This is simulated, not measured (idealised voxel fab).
Process module under the name voxel self aligned contacts
Displayed cross-section: cut, width of 260 nm, square cells sized 5 nm.
Just so we're on the same page, the cross-sections are grids of square cells, and they're listed out in bands top to bottom, each band one or more rows deep. Per band: top height and bottom height in nm, followed by the left-to-right materials and their widths in nm; "everywhere" marks a single material spanning edge to edge, "empty" marks empty space. Convention: height 0 is the level below which the wafer, as received, is all one material. The lowest band does not terminate at the bottom but continues downward, represented as "0 nm and below". The two numbers in a width such as "30 to 40" mark its ends across the band: the first belongs to the top row of cells, the second to the bottom row, and from each row to the next the width moves by the same amount. No cell of the cross-section changed in a step that is given as "nothing changed". Any empty space of 8 cells or more lacking an open way to the top shows up in "Cavities, closed" as width x height at distance, distance from the left edge, in nm. On each step's line, the part that comes after the settings is the simulator's own comment on the step. A step line may carry the setting "overlay nm", which, for steps involving a mask, states the distance by which the mask lay to the right of its intended position; negative values denote displacement to the left.

Planned step list for the process
step 1: RECEIVE, material Si
step 2: CONFORMAL_DEP, material SiO2, thk nm 5
step 3: DIRECTIONAL_DEP, material polySi, thk nm 30
step 4: DIRECTIONAL_DEP, material SiN, thk nm 20
step 5: DIRECTIONAL_DEP, material aC, thk nm 15
step 6: PATTERN, tone cover, mask id GATE, material resist, width nm 25, pitch nm 55, thk nm 35, overlay nm 0
step 7: DIRECTIONAL_ETCH, etch materials aC, depth nm 15
step 8: STRIP, etch materials resist
step 9: DIRECTIONAL_ETCH, etch materials SiN, depth nm 20
step 10: DIRECTIONAL_ETCH, etch materials polySi, depth nm 30
step 11: STRIP, etch materials aC
step 12: CONFORMAL_DEP, material SiN, thk nm 5
step 13: DIRECTIONAL_ETCH, etch materials SiN, depth nm 5
step 14: FILL_DEP, material SiO2, thk nm 20
step 15: CMP, height nm 65
step 16: DIRECTIONAL_DEP, material aC, thk nm 10
step 17: PATTERN, tone open, mask id CONTACT, material resist, width nm 40, thk nm 25, overlay nm 0
step 18: DIRECTIONAL_ETCH, etch materials aC, depth nm 10
step 19: STRIP, etch materials resist
step 20: DIRECTIONAL_ETCH, etch materials SiO2, depth nm 65
step 21: STRIP, etch materials aC
step 22: CONFORMAL_DEP, material TiN, thk nm 5
step 23: FILL_DEP, material W, thk nm 5
step 24: CMP, height nm 65
step 25: CONFORMAL_DEP, material SiCN, thk nm 5

As-received state of the wafer in cross-section, equivalent to post-step 1
- 0 nm and below = Si everywhere
- Cavities, closed: none

What the wafer looks like in cross-section after this module, when it starts as shown above and follows the plan above but one mistake is made in running it
- 70 nm to 65 nm = SiCN everywhere
- 65 nm to 55 nm = 110 of SiO2, 5 of TiN, 30 of W, 5 of TiN, 110 of SiO2
- 55 nm to 50 nm = 110 of SiO2, 10 of TiN, 20 of W, 10 of TiN, 110 of SiO2
- 50 nm to 35 nm = 90 of SiO2, 25 of SiN, 5 of TiN, 20 of W, 5 of TiN, 25 of SiN, 90 of SiO2
- 35 nm to 5 nm = 90 of SiO2, 25 of polySi, 5 of TiN, 20 of W, 5 of TiN, 25 of polySi, 90 of SiO2
- 5 nm to 0 nm = 115 of SiO2, 30 of TiN, 115 of SiO2
- 0 nm and below = Si everywhere
- Cavities, closed: none
Error vs. plan: plan step 12 was not performed, having been skipped
